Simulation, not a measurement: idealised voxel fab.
The following process module bears the name voxel wiring stack.
The figure presents cross-section cut, which has a width of 235 nm and is divided into square cells with an edge length of 5 nm.
Format of a cross-section: grid, square cells. Given as bands. Order: top down. Band: one or more rows of cells. What a band's entry tells you: where the top is and where the bottom is, as heights in nm, and after that what lies inside, material by material from left to right, each with its width in nm. Empty space is written as the word "empty", and a single material marked with the word "all across" occupies the band from edge to edge. The reference from which all heights are counted is 0, the level beneath which the as-received wafer is entirely one material; the lowest band, having no lower bound, proceeds downward and is written after the example "0 and below". Width: "30 to 40" (first number = top row, second number = bottom row, same change from row to row of cells). "left unchanged", as given for a step, is the statement that not any cell of the cross-section underwent a change during that step. If an empty space has no open way to the top and is at least 8 cells in size, "Sealed voids" lists it, written width x height at distance, where distance is measured from the left edge and every value is in nm. Text after the settings on a step's line: the simulator's own remark on that step. A step line may carry the setting "overlay nm", which, for steps involving a mask, states the distance by which the mask lay to the right of its intended position; negative values denote displacement to the left.

Process steps (planned)
1 RECEIVE, material Si
2 CONFORMAL_DEP, material SiO2, thk nm 15
3 CONFORMAL_DEP, material SiCN, thk nm 5
4 DIRECTIONAL_DEP, material SiO2, thk nm 20
5 PATTERN, tone open, mask id METAL_1, material resist, width nm 20, pitch nm 40, thk nm 20, overlay nm 0
6 DIRECTIONAL_ETCH, etch materials SiO2, depth nm 20
7 DIRECTIONAL_ETCH, etch materials SiCN, depth nm 5
8 STRIP, etch materials resist
9 CONFORMAL_DEP, material TiN, thk nm 5
10 FILL_DEP, material Ru, thk nm 10
11 CMP, height nm 40
12 EPI, material Ru, thk nm 5
13 FILL_DEP, material SiCN, thk nm 5
14 DIRECTIONAL_DEP, material lowk, thk nm 35
15 DIRECTIONAL_DEP, material aC, thk nm 10
16 PATTERN, tone open, mask id METAL_2, material resist, width nm 20, pitch nm 40, thk nm 25, overlay nm 0
17 DIRECTIONAL_ETCH, etch materials aC, depth nm 10
18 STRIP, etch materials resist
19 DIRECTIONAL_ETCH, etch materials lowk, depth nm 20
20 STRIP, etch materials aC
21 PATTERN, tone open, mask id METAL_2_HOLES, material resist, width nm 15, pitch nm 80, thk nm 20, overlay nm 0
22 DIRECTIONAL_ETCH, etch materials lowk, depth nm 15
23 DIRECTIONAL_ETCH, etch materials SiCN, depth nm 5
24 STRIP, etch materials resist
25 CONFORMAL_DEP, material TiN, thk nm 5
26 FILL_DEP, material Cu, thk nm 5
27 CMP, height nm 85
28 CONFORMAL_DEP, material SiCN, thk nm 5
29 DIRECTIONAL_DEP, material lowk, thk nm 10
30 MASKED_ETCH, tone open, mask id PLUG_2, width nm 15, pitch nm 40, etch materials lowk, depth nm 10, overlay nm 0
31 MASKED_ETCH, tone open, mask id PLUG_2, width nm 15, pitch nm 40, etch materials SiCN, depth nm 5, overlay nm 0
32 CONFORMAL_DEP, material TiN, thk nm 5
33 FILL_DEP, material Ru, thk nm 10
34 CMP, height nm 100
35 DIRECTIONAL_DEP, material TiN, thk nm 5
36 DIRECTIONAL_DEP, material Ru, thk nm 15
37 MASKED_ETCH, tone cover, mask id METAL_3, width nm 20, pitch nm 40, etch materials Ru, depth nm 15, overlay nm 0
38 MASKED_ETCH, tone cover, mask id METAL_3, width nm 20, pitch nm 40, etch materials TiN, depth nm 5, overlay nm 0
39 FILL_DEP, material SiO2, thk nm 10
40 CMP, height nm 120
41 CONFORMAL_DEP, material SiCN, thk nm 5
42 DIRECTIONAL_DEP, material lowk, thk nm 10
43 DIRECTIONAL_DEP, material aC, thk nm 15
44 PATTERN, tone open, mask id PLUG_3, material resist, width nm 15, pitch nm 80, thk nm 35, overlay nm 0
45 DIRECTIONAL_ETCH, etch materials aC, depth nm 15
46 STRIP, etch materials resist
47 DIRECTIONAL_ETCH, etch materials lowk, depth nm 10
48 DIRECTIONAL_ETCH, etch materials SiCN, depth nm 5
49 STRIP, etch materials aC
50 CONFORMAL_DEP, material TiN, thk nm 5
51 FILL_DEP, material Ru, thk nm 10
52 CMP, height nm 135
53 CONFORMAL_DEP, material SiCN, thk nm 5
54 DIRECTIONAL_DEP, material SiO2, thk nm 15
55 PATTERN, tone open, mask id METAL_4, material resist, width nm 20, pitch nm 40, thk nm 15, overlay nm 0
56 DIRECTIONAL_ETCH, etch materials SiO2, depth nm 15
57 DIRECTIONAL_ETCH, etch materials SiCN, depth nm 5
58 STRIP, etch materials resist
59 CONFORMAL_DEP, material TiN, thk nm 5
60 FILL_DEP, material Cu, thk nm 5
61 CMP, height nm 155
62 CONFORMAL_DEP, material SiN, thk nm 5

Wafer cross-section on receipt, i.e. after step 1
  0 and below  Si all across
  Sealed voids: none

What the wafer looks like in cross-section after this module, when it starts as shown above and follows the plan above but one mistake is made in running it
  160 down to 155  SiN all across
  155 down to 140  SiO2 45 nm, TiN 5 nm, Cu 10 nm, TiN 5 nm, SiO2 20 nm, TiN 5 nm, Cu 10 nm, TiN 5 nm, SiO2 20 nm, TiN 5 nm, Cu 10 nm, TiN 5 nm, SiO2 20 nm, TiN 5 nm, Cu 10 nm, TiN 5 nm, SiO2 50 nm
  140 down to 135  SiCN 45 nm, TiN 20 nm, SiCN 20 nm, TiN 20 nm, SiCN 20 nm, TiN 20 nm, SiCN 20 nm, TiN 20 nm, SiCN 50 nm
  135 down to 125  lowk 45 nm, TiN 5 nm, Ru 5 nm, TiN 5 nm, lowk 65 nm, TiN 5 nm, Ru 5 nm, TiN 5 nm, lowk 95 nm
  125 down to 120  SiCN 45 nm, TiN 15 nm, SiCN 65 nm, TiN 15 nm, SiCN 95 nm
  120 down to 105  SiO2 45 nm, Ru 20 nm, SiO2 20 nm, Ru 20 nm, SiO2 20 nm, Ru 20 nm, SiO2 20 nm, Ru 20 nm, SiO2 50 nm
  105 down to 100  SiO2 45 nm, TiN 20 nm, SiO2 20 nm, TiN 20 nm, SiO2 20 nm, TiN 20 nm, SiO2 20 nm, TiN 20 nm, SiO2 50 nm
  100 down to 90  lowk 45 nm, TiN 5 nm, Ru 5 nm, TiN 5 nm, lowk 25 nm, TiN 5 nm, Ru 5 nm, TiN 5 nm, lowk 25 nm, TiN 5 nm, Ru 5 nm, TiN 5 nm, lowk 25 nm, TiN 5 nm, Ru 5 nm, TiN 5 nm, lowk 55 nm
  90 down to 85  SiCN 45 nm, TiN 15 nm, SiCN 25 nm, TiN 15 nm, SiCN 25 nm, TiN 15 nm, SiCN 25 nm, TiN 15 nm, SiCN 55 nm
  85 down to 55  lowk 45 nm, TiN 5 nm, Cu 10 nm, TiN 5 nm, lowk 20 nm, TiN 5 nm, Cu 10 nm, TiN 5 nm, lowk 20 nm, TiN 5 nm, Cu 10 nm, TiN 5 nm, lowk 20 nm, TiN 5 nm, Cu 10 nm, TiN 5 nm, lowk 50 nm
  55 down to 50  lowk 45 nm, TiN 5 nm, Cu 5 nm, TiN 10 nm, lowk 20 nm, TiN 20 nm, lowk 20 nm, TiN 5 nm, Cu 5 nm, TiN 10 nm, lowk 20 nm, TiN 20 nm, lowk 50 nm
  50 down to 45  SiCN 45 nm, TiN 15 nm, SiCN 65 nm, TiN 15 nm, SiCN 95 nm
  45 down to 40  SiCN 40 nm, Ru 30 nm, SiCN 10 nm, Ru 30 nm, SiCN 10 nm, Ru 30 nm, SiCN 10 nm, Ru 30 nm, SiCN 45 nm
  40 down to 20  SiO2 45 nm, TiN 5 nm, Ru 10 nm, TiN 5 nm, SiO2 20 nm, TiN 5 nm, Ru 10 nm, TiN 5 nm, SiO2 20 nm, TiN 5 nm, Ru 10 nm, TiN 5 nm, SiO2 20 nm, TiN 5 nm, Ru 10 nm, TiN 5 nm, SiO2 50 nm
  20 down to 15  SiCN 45 nm, TiN 20 nm, SiCN 20 nm, TiN 20 nm, SiCN 20 nm, TiN 20 nm, SiCN 20 nm, TiN 20 nm, SiCN 50 nm
  15 down to 0  SiO2 all across
  0 and below  Si all across
  Sealed voids: none
Short version of what went wrong: step 19 of the plan was executed twice over
